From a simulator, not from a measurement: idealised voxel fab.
process module | voxel wiring stack
cross-section cut | 180 nm wide | cells 5 nm
A cross-section is a grid of square cells, given in bands from the top down. A band is one or more rows of cells.
Each band's line starts with the height of the band's top and of its bottom, in nm. Then come its materials from left to right, each with its width in nm. One material with "throughout" fills the band from edge to edge. "air" is empty space.
Height 0 is the level under which the wafer as received is all one material. The lowest band goes on downwards, as in "0 down".
A width such as "30 to 40" changes by the same amount from each row of cells to the next, from the band's top row to its bottom row.
"no change" after a step means that no cell of the cross-section changed.
closed voids: empty space of 8 cells or more with no open way to the top, each as width x height at its distance from the left edge, in nm
after a step's settings: what the simulator itself notes on the step
overlay nm, on a step with a mask: how far to the right of its planned place the mask lay; to the left if negative
Each pair below shows a cross-section before one step and the cross-section after it, down to the lowest band that changed. The line under each pair gives the step between them, with its settings. The pairs can come from different runs of this module on the same starting wafer, so a pair continues from the pair above only where its "before" says so.
before
  100 to 90: lowk throughout
  90 to 85: SiCN throughout
  85 to 60: lowk 45 | SiN 5 | W 30 | SiN 5 | lowk 5 | SiN 5 | W 30 | SiN 5 | lowk 50
  60 to 55: SiN 50 | TiN 30 | SiN 15 | TiN 30 | SiN 55
  55 to 40: lowk 50 | TiN 5 | Cu 5 | TiN 5 | lowk 30 | TiN 5 | Cu 5 | TiN 5 | lowk 70
  40 to 35: SiCN 50 | TiN 15 | SiCN 30 | TiN 15 | SiCN 70
  35 to 20: lowk 50 | Ru 30 | lowk 15 | Ru 30 | lowk 55
  20 to 15: lowk 50 | TiN 30 | lowk 15 | TiN 30 | lowk 55
  15 to 0: SiO2 throughout
  0 down: Si throughout
  closed voids: none
after
  100 to 90: lowk 50 | air 15 | lowk 115
  below 90: unchanged
  closed voids: none
the step between: op MASKED_ETCH | tone open | mask id PLUG_2 | width nm 15 | etch materials lowk | depth nm 10 | overlay nm 0
before: the cross-section after the pair above
after
  100 to 90: lowk 50 | air 15 | lowk 115
  90 to 85: SiCN 50 | air 15 | SiCN 115
  below 85: unchanged
  closed voids: none
the step between: op MASKED_ETCH | tone open | mask id PLUG_2 | width nm 15 | etch materials SiCN | depth nm 5 | overlay nm 0
before: the cross-section after the pair above
after
  100 to 95: lowk 50 | air 15 | lowk 115
  95 to 90: lowk 50 | Ru 15 | lowk 115
  90 to 85: SiCN 50 | Ru 15 | SiCN 115
  below 85: unchanged
  closed voids: none
the step between: op EPI | material Ru | thk nm 10
before: the cross-section after the pair above
after
  100 to 90: lowk 50 | Ru 15 | lowk 115
  below 90: unchanged
  closed voids: none
the step between: op EPI | material Ru | thk nm 5
before: the cross-section after the pair above
after
  105 to 100: TiN throughout
  below 100: unchanged
  closed voids: none
the step between: op DIRECTIONAL_DEP | material TiN | thk nm 5
before: the cross-section after the pair above
after
  130 to 105: W throughout
  below 105: unchanged
  closed voids: none
the step between: op DIRECTIONAL_DEP | material W | thk nm 25
before: the cross-section after the pair above
after
  130 to 105: air 50 | W 30 | air 15 | W 30 | air 55
  below 105: unchanged
  closed voids: none
the step between: op MASKED_ETCH | tone cover | mask id METAL_3 | width nm 30 | pitch nm 45 | etch materials W | depth nm 25 | overlay nm 0
before: the cross-section after the pair above
after
  130 to 105: air 50 | W 30 | air 15 | W 30 | air 55
  105 to 100: air 50 | TiN 30 | air 15 | TiN 30 | air 55
  below 100: unchanged
  closed voids: none
the step between: op MASKED_ETCH | tone cover | mask id METAL_3 | width nm 30 | pitch nm 45 | etch materials TiN | depth nm 5 | overlay nm 0
before: the cross-section after the pair above
after
  135 to 130: lowk throughout
  130 to 105: lowk 50 | W 30 | lowk 15 | W 30 | lowk 55
  105 to 100: lowk 50 | TiN 30 | lowk 15 | TiN 30 | lowk 55
  below 100: unchanged
  closed voids: none
the step between: op FILL_DEP | material lowk | thk nm 5
before: the cross-section after the pair above
after
  130 to 105: lowk 50 | W 30 | lowk 15 | W 30 | lowk 55
  below 105: unchanged
  closed voids: none
the step between: op CMP | height nm 130
before: the cross-section after the pair above
after
  135 to 130: SiN throughout
  below 130: unchanged
  closed voids: none
the step between: op CONFORMAL_DEP | material SiN | thk nm 5
before
  100 to 85: aC throughout
  85 to 60: W throughout
  60 to 55: TiN throughout
  55 to 40: lowk 50 | TiN 5 | Cu 5 | TiN 5 | lowk 30 | TiN 5 | Cu 5 | TiN 5 | lowk 70
  40 to 35: SiCN 50 | TiN 15 | SiCN 30 | TiN 15 | SiCN 70
  35 to 15: lowk 50 | Ru 30 | lowk 15 | Ru 30 | lowk 55
  15 to 10: lowk 50 | TiN 30 | lowk 15 | TiN 30 | lowk 55
  10 to 0: SiO2 throughout
  0 down: Si throughout
  closed voids: none
after
  135 to 100: air 55 | resist 20 | air 25 | resist 20 | air 60
  below 100: unchanged
  closed voids: none
the step between: op PATTERN | tone cover | mask id METAL_2 | material resist | width nm 20 | pitch nm 45 | thk nm 35 | overlay nm 0
before: the cross-section after the pair above
after
  120 to 100: air 55 | resist 20 | air 25 | resist 20 | air 60
  100 to 85: air 55 | aC 20 | air 25 | aC 20 | air 60
  below 85: unchanged
  closed voids: none
the step between: op DIRECTIONAL_ETCH | etch materials aC | depth nm 15
before: the cross-section after the pair above
after
  100 to 85: air 55 | aC 20 | air 25 | aC 20 | air 60
  below 85: unchanged
  closed voids: none
the step between: op STRIP | etch materials resist
before: the cross-section after the pair above
after
  100 to 85: air 55 | aC 20 | air 25 | aC 20 | air 60
  85 to 60: air 55 | W 20 | air 25 | W 20 | air 60
  below 60: unchanged
  closed voids: none
the step between: op DIRECTIONAL_ETCH | etch materials W | depth nm 25
before: the cross-section after the pair above
after
  100 to 85: air 55 | aC 20 | air 25 | aC 20 | air 60
  85 to 60: air 55 | W 20 | air 25 | W 20 | air 60
  60 to 55: air 55 | TiN 20 | air 25 | TiN 20 | air 60
  below 55: unchanged
  closed voids: none
the step between: op DIRECTIONAL_ETCH | etch materials TiN | depth nm 5
before: the cross-section after the pair above
after
  85 to 60: air 55 | W 20 | air 25 | W 20 | air 60
  below 60: unchanged
  closed voids: none
the step between: op STRIP | etch materials aC
before: the cross-section after the pair above
after
  90 to 85: air 50 | SiN 30 | air 15 | SiN 30 | air 55
  85 to 60: air 50 | SiN 5 | W 20 | SiN 5 | air 15 | SiN 5 | W 20 | SiN 5 | air 55
  60 to 55: SiN 55 | TiN 20 | SiN 25 | TiN 20 | SiN 60
  below 55: unchanged
  closed voids: none
the step between: op CONFORMAL_DEP | material SiN | thk nm 5
before: the cross-section after the pair above
after
  100 to 90: lowk throughout
  90 to 85: lowk 50 | SiN 30 | lowk 15 | SiN 30 | lowk 55
  85 to 60: lowk 50 | SiN 5 | W 20 | SiN 5 | lowk 15 | SiN 5 | W 20 | SiN 5 | lowk 55
  below 60: unchanged
  closed voids: none
the step between: op FILL_DEP | material lowk | thk nm 10
before: the cross-section after the pair above
after
  85 to 60: lowk 50 | SiN 5 | W 20 | SiN 5 | lowk 15 | SiN 5 | W 20 | SiN 5 | lowk 55
  below 60: unchanged
  closed voids: none
the step between: op CMP | height nm 85
before: the cross-section after the pair above
after
  90 to 85: SiCN throughout
  below 85: unchanged
  closed voids: none
the step between: op CONFORMAL_DEP | material SiCN | thk nm 5
before: the cross-section after the pair above
after
  100 to 90: lowk throughout
  below 90: unchanged
  closed voids: none
the step between: op DIRECTIONAL_DEP | material lowk | thk nm 10
before: the cross-section after the pair above
after
  100 to 90: lowk 50 | air 15 | lowk 115
  below 90: unchanged
  closed voids: none
the step between: op MASKED_ETCH | tone open | mask id PLUG_2 | width nm 15 | etch materials lowk | depth nm 10 | overlay nm 0
before: the cross-section after the pair above
after
  100 to 90: lowk 50 | air 15 | lowk 115
  90 to 85: SiCN 50 | air 15 | SiCN 115
  below 85: unchanged
  closed voids: none
the step between: op MASKED_ETCH | tone open | mask id PLUG_2 | width nm 15 | etch materials SiCN | depth nm 5 | overlay nm 0
before: the cross-section after the pair above
after
  100 to 95: lowk 50 | air 15 | lowk 115
  95 to 90: lowk 50 | Ru 15 | lowk 115
  90 to 85: SiCN 50 | Ru 15 | SiCN 115
  below 85: unchanged
  closed voids: none
the step between: op EPI | material Ru | thk nm 10
before: the cross-section after the pair above
after
  100 to 90: lowk 50 | Ru 15 | lowk 115
  below 90: unchanged
  closed voids: none
the step between: op EPI | material Ru | thk nm 5
before: the cross-section after the pair above
after
  105 to 100: TiN throughout
  below 100: unchanged
  closed voids: none
the step between: op DIRECTIONAL_DEP | material TiN | thk nm 5
before: the cross-section after the pair above
after
  130 to 105: W throughout
  below 105: unchanged
  closed voids: none
the step between: op DIRECTIONAL_DEP | material W | thk nm 25
before: the cross-section after the pair above
after
  130 to 105: air 50 | W 30 | air 15 | W 30 | air 55
  below 105: unchanged
  closed voids: none
the step between: op MASKED_ETCH | tone cover | mask id METAL_3 | width nm 30 | pitch nm 45 | etch materials W | depth nm 25 | overlay nm 0
before: the cross-section after the pair above
after
  130 to 105: air 50 | W 30 | air 15 | W 30 | air 55
  105 to 100: air 50 | TiN 30 | air 15 | TiN 30 | air 55
  below 100: unchanged
  closed voids: none
the step between: op MASKED_ETCH | tone cover | mask id METAL_3 | width nm 30 | pitch nm 45 | etch materials TiN | depth nm 5 | overlay nm 0
before: the cross-section after the pair above
after
  135 to 130: lowk throughout
  130 to 105: lowk 50 | W 30 | lowk 15 | W 30 | lowk 55
  105 to 100: lowk 50 | TiN 30 | lowk 15 | TiN 30 | lowk 55
  below 100: unchanged
  closed voids: none
the step between: op FILL_DEP | material lowk | thk nm 5
before: the cross-section after the pair above
after
  130 to 105: lowk 50 | W 30 | lowk 15 | W 30 | lowk 55
  below 105: unchanged
  closed voids: none
the step between: op CMP | height nm 130
before: the cross-section after the pair above
after
  135 to 130: SiN throughout
  below 130: unchanged
  closed voids: none
the step between: op CONFORMAL_DEP | material SiN | thk nm 5
before
  130 to 105: W throughout
  105 to 100: TiN throughout
  100 to 90: lowk 50 | Ru 15 | lowk 115
  90 to 85: SiCN 50 | Ru 15 | SiCN 115
  85 to 60: lowk 45 | SiN 5 | W 30 | SiN 5 | lowk 5 | SiN 5 | W 30 | SiN 5 | lowk 50
  60 to 55: SiN 50 | TiN 30 | SiN 15 | TiN 30 | SiN 55
  55 to 40: lowk 50 | TiN 5 | Cu 5 | TiN 5 | lowk 30 | TiN 5 | Cu 5 | TiN 5 | lowk 70
  40 to 35: SiCN 50 | TiN 15 | SiCN 30 | TiN 15 | SiCN 70
  35 to 15: lowk 50 | Ru 30 | lowk 15 | Ru 30 | lowk 55
  15 to 10: lowk 50 | TiN 30 | lowk 15 | TiN 30 | lowk 55
  10 to 0: SiO2 throughout
  0 down: Si throughout
  closed voids: none
after
  130 to 105: air 40 | W 30 | air 15 | W 30 | air 65
  below 105: unchanged
  closed voids: none
the step between: op MASKED_ETCH | tone cover | mask id METAL_3 | width nm 30 | pitch nm 45 | etch materials W | depth nm 25 | overlay nm -10
before: the cross-section after the pair above
after
  130 to 105: air 40 | W 30 | air 15 | W 30 | air 65
  105 to 100: air 40 | TiN 40 | air 5 | TiN 40 | air 55
  below 100: unchanged
  closed voids: none
the step between: op MASKED_ETCH | tone cover | mask id METAL_3 | width nm 30 | pitch nm 45 | etch materials TiN | depth nm 5 | overlay nm 0
before: the cross-section after the pair above
after
  135 to 130: lowk throughout
  130 to 105: lowk 40 | W 30 | lowk 15 | W 30 | lowk 65
  105 to 100: lowk 40 | TiN 40 | lowk 5 | TiN 40 | lowk 55
  below 100: unchanged
  closed voids: none
the step between: op FILL_DEP | material lowk | thk nm 5
before: the cross-section after the pair above
after
  130 to 105: lowk 40 | W 30 | lowk 15 | W 30 | lowk 65
  below 105: unchanged
  closed voids: none
the step between: op CMP | height nm 130
before: the cross-section after the pair above
after
  135 to 130: SiN throughout
  below 130: unchanged
  closed voids: none
the step between: op CONFORMAL_DEP | material SiN | thk nm 5
before
  90 to 85: air 45 | SiN 40 | air 5 | SiN 40 | air 50
  85 to 60: air 45 | SiN 5 | W 30 | SiN 5 | air 5 | SiN 5 | W 30 | SiN 5 | air 50
  60 to 55: SiN 50 | TiN 30 | SiN 15 | TiN 30 | SiN 55
  55 to 40: lowk 50 | TiN 5 | Cu 5 | TiN 5 | lowk 30 | TiN 5 | Cu 5 | TiN 5 | lowk 70
  40 to 35: SiCN 50 | TiN 15 | SiCN 30 | TiN 15 | SiCN 70
  35 to 15: lowk 50 | Ru 30 | lowk 15 | Ru 30 | lowk 55
  15 to 10: lowk 50 | TiN 30 | lowk 15 | TiN 30 | lowk 55
  10 to 0: SiO2 throughout
  0 down: Si throughout
  closed voids: none
after
  100 to 90: Cu throughout
  90 to 85: Cu 45 | SiN 40 | Cu 5 | SiN 40 | Cu 50
  85 to 60: Cu 45 | SiN 5 | W 30 | SiN 5 | Cu 5 | SiN 5 | W 30 | SiN 5 | Cu 50
  below 60: unchanged
  closed voids: none
the step between: op FILL_DEP | material Cu | thk nm 10
before: the cross-section after the pair above
after
  85 to 60: Cu 45 | SiN 5 | W 30 | SiN 5 | Cu 5 | SiN 5 | W 30 | SiN 5 | Cu 50
  below 60: unchanged
  closed voids: none
the step between: op CMP | height nm 85
before: the cross-section after the pair above
after
  90 to 85: SiCN throughout
  below 85: unchanged
  closed voids: none
the step between: op CONFORMAL_DEP | material SiCN | thk nm 5
before: the cross-section after the pair above
after
  100 to 90: lowk throughout
  below 90: unchanged
  closed voids: none
the step between: op DIRECTIONAL_DEP | material lowk | thk nm 10
before: the cross-section after the pair above
after
  100 to 90: lowk 50 | air 15 | lowk 115
  below 90: unchanged
  closed voids: none
the step between: op MASKED_ETCH | tone open | mask id PLUG_2 | width nm 15 | etch materials lowk | depth nm 10 | overlay nm 0
before: the cross-section after the pair above
after
  100 to 90: lowk 50 | air 15 | lowk 115
  90 to 85: SiCN 50 | air 15 | SiCN 115
  below 85: unchanged
  closed voids: none
the step between: op MASKED_ETCH | tone open | mask id PLUG_2 | width nm 15 | etch materials SiCN | depth nm 5 | overlay nm 0
before: the cross-section after the pair above
after
  100 to 95: lowk 50 | air 15 | lowk 115
  95 to 90: lowk 50 | Ru 15 | lowk 115
  90 to 85: SiCN 50 | Ru 15 | SiCN 115
  below 85: unchanged
  closed voids: none
the step between: op EPI | material Ru | thk nm 10
before: the cross-section after the pair above
after
  100 to 90: lowk 50 | Ru 15 | lowk 115
  below 90: unchanged
  closed voids: none
the step between: op EPI | material Ru | thk nm 5
before: the cross-section after the pair above
after
  105 to 100: TiN throughout
  below 100: unchanged
  closed voids: none
the step between: op DIRECTIONAL_DEP | material TiN | thk nm 5
before: the cross-section after the pair above
after
  130 to 105: W throughout
  below 105: unchanged
  closed voids: none
the step between: op DIRECTIONAL_DEP | material W | thk nm 25
before: the cross-section after the pair above
after
  130 to 105: air 50 | W 30 | air 15 | W 30 | air 55
  below 105: unchanged
  closed voids: none
the step between: op MASKED_ETCH | tone cover | mask id METAL_3 | width nm 30 | pitch nm 45 | etch materials W | depth nm 25 | overlay nm 0
before: the cross-section after the pair above
after
  130 to 105: air 50 | W 30 | air 15 | W 30 | air 55
  105 to 100: air 50 | TiN 30 | air 15 | TiN 30 | air 55
  below 100: unchanged
  closed voids: none
the step between: op MASKED_ETCH | tone cover | mask id METAL_3 | width nm 30 | pitch nm 45 | etch materials TiN | depth nm 5 | overlay nm 0
before: the cross-section after the pair above
after
  135 to 130: lowk throughout
  130 to 105: lowk 50 | W 30 | lowk 15 | W 30 | lowk 55
  105 to 100: lowk 50 | TiN 30 | lowk 15 | TiN 30 | lowk 55
  below 100: unchanged
  closed voids: none
the step between: op FILL_DEP | material lowk | thk nm 5
before: the cross-section after the pair above
after
  130 to 105: lowk 50 | W 30 | lowk 15 | W 30 | lowk 55
  below 105: unchanged
  closed voids: none
the step between: op CMP | height nm 130
before: the cross-section after the pair above
after
  135 to 130: SiN throughout
  below 130: unchanged
  closed voids: none
the step between: op CONFORMAL_DEP | material SiN | thk nm 5
before
  130 to 105: W throughout
  105 to 100: TiN throughout
  100 to 90: lowk 50 | Ru 15 | lowk 115
  90 to 85: SiCN 50 | Ru 15 | SiCN 115
  85 to 60: lowk 45 | SiN 5 | W 30 | SiN 5 | lowk 5 | SiN 5 | W 30 | SiN 5 | lowk 50
  60 to 55: SiN 50 | TiN 30 | SiN 15 | TiN 30 | SiN 55
  55 to 40: lowk 50 | TiN 5 | Cu 5 | TiN 5 | lowk 30 | TiN 5 | Cu 5 | TiN 5 | lowk 70
  40 to 35: SiCN 50 | TiN 15 | SiCN 30 | TiN 15 | SiCN 70
  35 to 15: lowk 50 | Ru 30 | lowk 15 | Ru 30 | lowk 55
  15 to 10: lowk 50 | TiN 30 | lowk 15 | TiN 30 | lowk 55
  10 to 0: SiO2 throughout
  0 down: Si throughout
  closed voids: none
after
  130 to 105: W 50 | air 30 | W 15 | air 30 | W 55
  below 105: unchanged
  closed voids: none
the step between: op MASKED_ETCH | tone open | mask id METAL_3 | width nm 30 | pitch nm 45 | etch materials W | depth nm 25 | overlay nm 0
before: the cross-section after the pair above
after
  135 to 130: lowk throughout
  130 to 105: W 50 | lowk 30 | W 15 | lowk 30 | W 55
  below 105: unchanged
  closed voids: none
the step between: op FILL_DEP | material lowk | thk nm 5
before: the cross-section after the pair above
after
  130 to 105: W 50 | lowk 30 | W 15 | lowk 30 | W 55
  below 105: unchanged
  closed voids: none
the step between: op CMP | height nm 130
before: the cross-section after the pair above
after
  135 to 130: SiN throughout
  below 130: unchanged
  closed voids: none
the step between: op CONFORMAL_DEP | material SiN | thk nm 5
